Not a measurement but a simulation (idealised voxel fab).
Process module, titled voxel lift off
cross-section cut | 190 nm wide | cells 5 nm
A cross-section is a grid of square cells, given in bands from the top down. A band is one or more rows of cells. Band: top and bottom heights (nm) first, top before bottom; then materials from left to right, widths in nm. "throughout" marks a sole material filling the band edge to edge. "empty" denotes empty space. Counting heights begins at 0, where everything beneath is, in the wafer as received, one material. The lowest band has no bottom; it goes on downwards, as "z 0 and below" shows. A width such as "30->40" changes by the same amount from each row of cells to the next, from the band's top row to its bottom row. Basically "left unchanged" means that step didn't change any cell in the cross-section. Closed-off voids of 8+ cells (no open route to the top) go in "Enclosed void list", written width x height at distance from the left edge, in nm. That trailing text on a step's line, after the settings, is the simulator's own remark on the step. The "overlay nm" setting may appear on a step's line; for a step that uses a mask, it gives how far to the right of its planned position the mask lay, and a negative value indicates the left. Note: before/after cross-section pairs follow, one process step per pair, after-side truncated at the lowest changed band, step and settings given beneath. Different runs of this module on the same starting wafer may supply the pairs; a pair continues the one above only where the "Incoming structure" entry says so.
## Incoming structure
z 0 and below = Si throughout
Enclosed void list: none
## State After Step
z 15 to 0 = SiN throughout
Nothing below the height 0 has changed.
Enclosed void list: none
Before/after cross-sections above; step in between: CONFORMAL_DEP with material SiN, thk nm 15
Incoming structure: check the pair just above; its after cross-section is our before state.
## State After Step
z 45 to 15 = resist: 30, then empty: 30, then resist: 20, then empty: 30, then resist: 20, then empty: 30, then resist: 30
Nothing below the height 15 has changed.
Enclosed void list: none
Before/after cross-sections above; step in between: PATTERN with tone open, mask id LINES, material resist, width nm 30, pitch nm 50, thk nm 30, overlay nm 0
Incoming structure: check the pair just above; its after cross-section is our before state.
## State After Step
z 60 to 45 = Ru: 30, then empty: 30, then Ru: 20, then empty: 30, then Ru: 20, then empty: 30, then Ru: 30
z 45 to 30 = resist: 30, then empty: 30, then resist: 20, then empty: 30, then resist: 20, then empty: 30, then resist: 30
z 30 to 15 = resist: 30, then Ru: 30, then resist: 20, then Ru: 30, then resist: 20, then Ru: 30, then resist: 30
Nothing below the height 15 has changed.
Enclosed void list: none
Before/after cross-sections above; step in between: DIRECTIONAL_DEP with material Ru, thk nm 15
Incoming structure: check the pair just above; its after cross-section is our before state.
## State After Step
z 30 to 15 = empty: 30, then Ru: 30, then empty: 20, then Ru: 30, then empty: 20, then Ru: 30, then empty: 30
Nothing below the height 15 has changed.
Enclosed void list: none
Before/after cross-sections above; step in between: STRIP with etch materials resist
Incoming structure: check the pair just above; its after cross-section is our before state.
## State After Step
z 35 to 30 = empty: 25, then SiO2: 40, then empty: 10, then SiO2: 40, then empty: 10, then SiO2: 40, then empty: 25
z 30 to 20 = empty: 25, then SiO2: 5, then Ru: 30, then SiO2: 5, then empty: 10, then SiO2: 5, then Ru: 30, then SiO2: 5, then empty: 10, then SiO2: 5, then Ru: 30, then SiO2: 5, then empty: 25
z 20 to 15 = SiO2: 30, then Ru: 30, then SiO2: 20, then Ru: 30, then SiO2: 20, then Ru: 30, then SiO2: 30
Nothing below the height 15 has changed.
Enclosed void list: none
Before/after cross-sections above; step in between: CONFORMAL_DEP with material SiO2, thk nm 5
## Incoming structure
z 45 to 15 = resist: 30, then empty: 30, then resist: 20, then empty: 30, then resist: 20, then empty: 30, then resist: 30
z 15 to 0 = SiN throughout
z 0 and below = Si throughout
Enclosed void list: none
## State After Step
z 15 to 0 = SiN throughout
Nothing below the height 0 has changed.
Enclosed void list: none
Before/after cross-sections above; step in between: STRIP with etch materials resist
Incoming structure: check the pair just above; its after cross-section is our before state.
## State After Step
z 20 to 15 = SiO2 throughout
Nothing below the height 15 has changed.
Enclosed void list: none
Before/after cross-sections above; step in between: CONFORMAL_DEP with material SiO2, thk nm 5
## Incoming structure
z 15 to 0 = SiN throughout
z 0 and below = Si throughout
Enclosed void list: none
## State After Step
z 30 to 0 = SiN throughout
Nothing below the height 0 has changed.
Enclosed void list: none
Before/after cross-sections above; step in between: CONFORMAL_DEP with material SiN, thk nm 15
Incoming structure: check the pair just above; its after cross-section is our before state.
## State After Step
z 60 to 30 = resist: 30, then empty: 30, then resist: 20, then empty: 30, then resist: 20, then empty: 30, then resist: 30
Nothing below the height 30 has changed.
Enclosed void list: none
Before/after cross-sections above; step in between: PATTERN with tone open, mask id LINES, material resist, width nm 30, pitch nm 50, thk nm 30, overlay nm 0
Incoming structure: check the pair just above; its after cross-section is our before state.
## State After Step
z 75 to 60 = Ru: 30, then empty: 30, then Ru: 20, then empty: 30, then Ru: 20, then empty: 30, then Ru: 30
z 60 to 45 = resist: 30, then empty: 30, then resist: 20, then empty: 30, then resist: 20, then empty: 30, then resist: 30
z 45 to 30 = resist: 30, then Ru: 30, then resist: 20, then Ru: 30, then resist: 20, then Ru: 30, then resist: 30
Nothing below the height 30 has changed.
Enclosed void list: none
Before/after cross-sections above; step in between: DIRECTIONAL_DEP with material Ru, thk nm 15
Incoming structure: check the pair just above; its after cross-section is our before state.
## State After Step
z 45 to 30 = empty: 30, then Ru: 30, then empty: 20, then Ru: 30, then empty: 20, then Ru: 30, then empty: 30
Nothing below the height 30 has changed.
Enclosed void list: none
Before/after cross-sections above; step in between: STRIP with etch materials resist
Incoming structure: check the pair just above; its after cross-section is our before state.
## State After Step
z 50 to 45 = empty: 25, then SiO2: 40, then empty: 10, then SiO2: 40, then empty: 10, then SiO2: 40, then empty: 25
z 45 to 35 = empty: 25, then SiO2: 5, then Ru: 30, then SiO2: 5, then empty: 10, then SiO2: 5, then Ru: 30, then SiO2: 5, then empty: 10, then SiO2: 5, then Ru: 30, then SiO2: 5, then empty: 25
z 35 to 30 = SiO2: 30, then Ru: 30, then SiO2: 20, then Ru: 30, then SiO2: 20, then Ru: 30, then SiO2: 30
Nothing below the height 30 has changed.
Enclosed void list: none
Before/after cross-sections above; step in between: CONFORMAL_DEP with material SiO2, thk nm 5
## Incoming structure
z 0 and below = Si throughout
Enclosed void list: none
## State After Step
z 5 to 0 = SiN throughout
Nothing below the height 0 has changed.
Enclosed void list: none
Before/after cross-sections above; step in between: CONFORMAL_DEP with material SiN, thk nm 5
Incoming structure: check the pair just above; its after cross-section is our before state.
## State After Step
z 35 to 5 = resist: 30, then empty: 30, then resist: 20, then empty: 30, then resist: 20, then empty: 30, then resist: 30
Nothing below the height 5 has changed.
Enclosed void list: none
Before/after cross-sections above; step in between: PATTERN with tone open, mask id LINES, material resist, width nm 30, pitch nm 50, thk nm 30, overlay nm 0
Incoming structure: check the pair just above; its after cross-section is our before state.
## State After Step
z 50 to 35 = Ru: 30, then empty: 30, then Ru: 20, then empty: 30, then Ru: 20, then empty: 30, then Ru: 30
z 35 to 20 = resist: 30, then empty: 30, then resist: 20, then empty: 30, then resist: 20, then empty: 30, then resist: 30
z 20 to 5 = resist: 30, then Ru: 30, then resist: 20, then Ru: 30, then resist: 20, then Ru: 30, then resist: 30
Nothing below the height 5 has changed.
Enclosed void list: none
Before/after cross-sections above; step in between: DIRECTIONAL_DEP with material Ru, thk nm 15
Incoming structure: check the pair just above; its after cross-section is our before state.
## State After Step
z 20 to 5 = empty: 30, then Ru: 30, then empty: 20, then Ru: 30, then empty: 20, then Ru: 30, then empty: 30
Nothing below the height 5 has changed.
Enclosed void list: none
Before/after cross-sections above; step in between: STRIP with etch materials resist
Incoming structure: check the pair just above; its after cross-section is our before state.
## State After Step
z 25 to 20 = empty: 25, then SiO2: 40, then empty: 10, then SiO2: 40, then empty: 10, then SiO2: 40, then empty: 25
z 20 to 10 = empty: 25, then SiO2: 5, then Ru: 30, then SiO2: 5, then empty: 10, then SiO2: 5, then Ru: 30, then SiO2: 5, then empty: 10, then SiO2: 5, then Ru: 30, then SiO2: 5, then empty: 25
z 10 to 5 = SiO2: 30, then Ru: 30, then SiO2: 20, then Ru: 30, then SiO2: 20, then Ru: 30, then SiO2: 30
Nothing below the height 5 has changed.
Enclosed void list: none
Before/after cross-sections above; step in between: CONFORMAL_DEP with material SiO2, thk nm 5
## Incoming structure
z 15 to 0 = SiN throughout
z 0 and below = Si throughout
Enclosed void list: none
## State After Step
z 45 to 15 = resist: 35, then empty: 20, then resist: 30, then empty: 20, then resist: 30, then empty: 20, then resist: 35
Nothing below the height 15 has changed.
Enclosed void list: none
Before/after cross-sections above; step in between: PATTERN with tone open, mask id LINES, material resist, width nm 20, pitch nm 50, thk nm 30, overlay nm 0
Incoming structure: check the pair just above; its after cross-section is our before state.
## State After Step
z 60 to 45 = Ru: 35, then empty: 20, then Ru: 30, then empty: 20, then Ru: 30, then empty: 20, then Ru: 35
z 45 to 30 = resist: 35, then empty: 20, then resist: 30, then empty: 20, then resist: 30, then empty: 20, then resist: 35
z 30 to 15 = resist: 35, then Ru: 20, then resist: 30, then Ru: 20, then resist: 30, then Ru: 20, then resist: 35
Nothing below the height 15 has changed.
Enclosed void list: none
Before/after cross-sections above; step in between: DIRECTIONAL_DEP with material Ru, thk nm 15
Incoming structure: check the pair just above; its after cross-section is our before state.
## State After Step
z 30 to 15 = empty: 35, then Ru: 20, then empty: 30, then Ru: 20, then empty: 30, then Ru: 20, then empty: 35
Nothing below the height 15 has changed.
Enclosed void list: none
Before/after cross-sections above; step in between: STRIP with etch materials resist
Incoming structure: check the pair just above; its after cross-section is our before state.
## State After Step
z 35 to 30 = empty: 30, then SiO2: 30, then empty: 20, then SiO2: 30, then empty: 20, then SiO2: 30, then empty: 30
z 30 to 20 = empty: 30, then SiO2: 5, then Ru: 20, then SiO2: 5, then empty: 20, then SiO2: 5, then Ru: 20, then SiO2: 5, then empty: 20, then SiO2: 5, then Ru: 20, then SiO2: 5, then empty: 30
z 20 to 15 = SiO2: 35, then Ru: 20, then SiO2: 30, then Ru: 20, then SiO2: 30, then Ru: 20, then SiO2: 35
Nothing below the height 15 has changed.
Enclosed void list: none
Before/after cross-sections above; step in between: CONFORMAL_DEP with material SiO2, thk nm 5
## Incoming structure
z 15 to 0 = SiN throughout
z 0 and below = Si throughout
Enclosed void list: none
## State After Step
z 45 to 15 = resist: 35, then empty: 30, then resist: 20, then empty: 30, then resist: 20, then empty: 30, then resist: 25
Nothing below the height 15 has changed.
Enclosed void list: none
Before/after cross-sections above; step in between: PATTERN with tone open, mask id LINES, material resist, width nm 30, pitch nm 50, thk nm 30, overlay nm 5
Incoming structure: check the pair just above; its after cross-section is our before state.
## State After Step
z 60 to 45 = Ru: 35, then empty: 30, then Ru: 20, then empty: 30, then Ru: 20, then empty: 30, then Ru: 25
z 45 to 30 = resist: 35, then empty: 30, then resist: 20, then empty: 30, then resist: 20, then empty: 30, then resist: 25
z 30 to 15 = resist: 35, then Ru: 30, then resist: 20, then Ru: 30, then resist: 20, then Ru: 30, then resist: 25
Nothing below the height 15 has changed.
Enclosed void list: none
Before/after cross-sections above; step in between: DIRECTIONAL_DEP with material Ru, thk nm 15
Incoming structure: check the pair just above; its after cross-section is our before state.
## State After Step
z 30 to 15 = empty: 35, then Ru: 30, then empty: 20, then Ru: 30, then empty: 20, then Ru: 30, then empty: 25
Nothing below the height 15 has changed.
Enclosed void list: none
Before/after cross-sections above; step in between: STRIP with etch materials resist
Incoming structure: check the pair just above; its after cross-section is our before state.
## State After Step
z 35 to 30 = empty: 30, then SiO2: 40, then empty: 10, then SiO2: 40, then empty: 10, then SiO2: 40, then empty: 20
z 30 to 20 = empty: 30, then SiO2: 5, then Ru: 30, then SiO2: 5, then empty: 10, then SiO2: 5, then Ru: 30, then SiO2: 5, then empty: 10, then SiO2: 5, then Ru: 30, then SiO2: 5, then empty: 20
z 20 to 15 = SiO2: 35, then Ru: 30, then SiO2: 20, then Ru: 30, then SiO2: 20, then Ru: 30, then SiO2: 25
Nothing below the height 15 has changed.
Enclosed void list: none
Before/after cross-sections above; step in between: CONFORMAL_DEP with material SiO2, thk nm 5
## Incoming structure
z 45 to 15 = resist: 30, then empty: 30, then resist: 20, then empty: 30, then resist: 20, then empty: 30, then resist: 30
z 15 to 0 = SiN throughout
z 0 and below = Si throughout
Enclosed void list: none
## State After Step
z 60 to 45 = SiO2: 30, then empty: 30, then SiO2: 20, then empty: 30, then SiO2: 20, then empty: 30, then SiO2: 30
z 45 to 30 = resist: 30, then empty: 30, then resist: 20, then empty: 30, then resist: 20, then empty: 30, then resist: 30
z 30 to 15 = resist: 30, then SiO2: 30, then resist: 20, then SiO2: 30, then resist: 20, then SiO2: 30, then resist: 30
Nothing below the height 15 has changed.
Enclosed void list: none
Before/after cross-sections above; step in between: DIRECTIONAL_DEP with material SiO2, thk nm 15
Incoming structure: check the pair just above; its after cross-section is our before state.
## State After Step
z 30 to 15 = empty: 30, then SiO2: 30, then empty: 20, then SiO2: 30, then empty: 20, then SiO2: 30, then empty: 30
Nothing below the height 15 has changed.
Enclosed void list: none
Before/after cross-sections above; step in between: STRIP with etch materials resist
Incoming structure: check the pair just above; its after cross-section is our before state.
## State After Step
z 35 to 20 = empty: 25, then SiO2: 40, then empty: 10, then SiO2: 40, then empty: 10, then SiO2: 40, then empty: 25
z 20 to 15 = SiO2 throughout
Nothing below the height 15 has changed.
Enclosed void list: none
Before/after cross-sections above; step in between: CONFORMAL_DEP with material SiO2, thk nm 5
## Incoming structure
z 15 to 0 = SiN throughout
z 0 and below = Si throughout
Enclosed void list: none
## State After Step
z 45 to 15 = empty: 30, then resist: 30, then empty: 20, then resist: 30, then empty: 20, then resist: 30, then empty: 30
Nothing below the height 15 has changed.
Enclosed void list: none
Before/after cross-sections above; step in between: PATTERN with tone cover, mask id LINES, material resist, width nm 30, pitch nm 50, thk nm 30, overlay nm 0
Incoming structure: check the pair just above; its after cross-section is our before state.
## State After Step
z 60 to 45 = empty: 30, then Ru: 30, then empty: 20, then Ru: 30, then empty: 20, then Ru: 30, then empty: 30
z 45 to 30 = empty: 30, then resist: 30, then empty: 20, then resist: 30, then empty: 20, then resist: 30, then empty: 30
z 30 to 15 = Ru: 30, then resist: 30, then Ru: 20, then resist: 30, then Ru: 20, then resist: 30, then Ru: 30
Nothing below the height 15 has changed.
Enclosed void list: none
Before/after cross-sections above; step in between: DIRECTIONAL_DEP with material Ru, thk nm 15
Incoming structure: check the pair just above; its after cross-section is our before state.
## State After Step
z 30 to 15 = Ru: 30, then empty: 30, then Ru: 20, then empty: 30, then Ru: 20, then empty: 30, then Ru: 30
Nothing below the height 15 has changed.
Enclosed void list: none
Before/after cross-sections above; step in between: STRIP with etch materials resist
Incoming structure: check the pair just above; its after cross-section is our before state.
## State After Step
z 35 to 30 = SiO2: 35, then empty: 20, then SiO2: 30, then empty: 20, then SiO2: 30, then empty: 20, then SiO2: 35
z 30 to 20 = Ru: 30, then SiO2: 5, then empty: 20, then SiO2: 5, then Ru: 20, then SiO2: 5, then empty: 20, then SiO2: 5, then Ru: 20, then SiO2: 5, then empty: 20, then SiO2: 5, then Ru: 30
z 20 to 15 = Ru: 30, then SiO2: 30, then Ru: 20, then SiO2: 30, then Ru: 20, then SiO2: 30, then Ru: 30
Nothing below the height 15 has changed.
Enclosed void list: none
Before/after cross-sections above; step in between: CONFORMAL_DEP with material SiO2, thk nm 5
